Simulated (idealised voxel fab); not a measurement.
A process module follows: voxel self aligned contacts.
In the cross-section labelled cut, the width is 260 nm and each square cell is 5 nm.
In this document a cross-section is written as a grid of square cells. It is given as a series of bands, listed from the top down, and a band is one or more rows of cells.
It is stipulated that each band's entry specify, in nanometres, the height of the top of the band and then that of its bottom, followed by the materials of the band in left-to-right sequence, each together with its width in nanometres. A single material marked by the word "everywhere" is understood to fill the band from edge to edge; the word "air" is understood to denote empty space.
Heights from 0 (as-received wafer is one material below). Bottom band endless downward, as "0 nm and below".
When a width is written as two numbers, as in "30->40", the first number is the width in the top row of cells of the band and the second is the width in its bottom row, and the width changes by the same amount from each row to the next.
It should be understood that the words "nothing got changed", when stated for a given step, signify that the cross-section underwent no change in any of its cells during that step.
Reported under the label "Closed voids list" are the empty spaces having no open way to the top and comprising 8 cells or more; the notation for each is width x height at distance, in which the distance is measured from the left edge and all three values are in nm.
Past the settings on a step's line: simulator remark, on that step.
You can add "overlay nm" to a step's line. For a step with a mask, it describes how far the mask lay to the right of its planned position, and a negative number describes a lay to the left.
Steps planned for the process
1 op RECEIVE | material Si
2 op OXIDIZE | depth nm 5
3 op DIRECTIONAL_DEP | material polySi | thk nm 30
4 op DIRECTIONAL_DEP | material SiN | thk nm 15
5 op DIRECTIONAL_DEP | material aC | thk nm 10
6 op PATTERN | tone cover | mask id GATE | material resist | width nm 30 | pitch nm 55 | thk nm 30 | overlay nm 0
7 op DIRECTIONAL_ETCH | etch materials aC | depth nm 10
8 op STRIP | etch materials resist
9 op DIRECTIONAL_ETCH | etch materials SiN | depth nm 15
10 op DIRECTIONAL_ETCH | etch materials polySi | depth nm 30
11 op STRIP | etch materials aC
12 op CONFORMAL_DEP | material SiN | thk nm 5
13 op DIRECTIONAL_ETCH | etch materials SiN | depth nm 5
14 op FILL_DEP | material SiO2 | thk nm 15
15 op CMP | height nm 50
16 op MASKED_ETCH | tone open | mask id CONTACT | width nm 35 | etch materials SiO2 | depth nm 55 | overlay nm 0
17 op CONFORMAL_DEP | material TiN | thk nm 5
18 op FILL_DEP | material Ru | thk nm 5
19 op CMP | height nm 50
20 op CONFORMAL_DEP | material SiN | thk nm 5
As-received wafer cross-section (after step 1)
> 0 nm and below | Si everywhere
> Closed voids list: none
Wafer cross-section at end of module: start and plan as shown above, one execution error
> 55 nm to 50 nm | SiN everywhere
> 50 nm to 45 nm | SiO2 110  TiN 15  Ru 5  TiN 20  SiO2 110
> 45 nm to 30 nm | SiO2 80  SiN 40  TiN 5  Ru 5  TiN 5  SiN 40  SiO2 85
> 30 nm to 0 nm | SiO2 80  SiN 5  polySi 30  SiN 5  TiN 5  Ru 5  TiN 5  SiN 5  polySi 30  SiN 5  SiO2 85
> 0 nm to -5 nm | SiO2 120  TiN 15  SiO2 125
> -5 nm and below | Si everywhere
> Closed voids list: none
Misprocessing identified: so step 16 ended up running with a different setting than we planned, it ran as op MASKED_ETCH | tone open | mask id CONTACT | width nm 40 | etch materials SiO2 | depth nm 55 | overlay nm 0
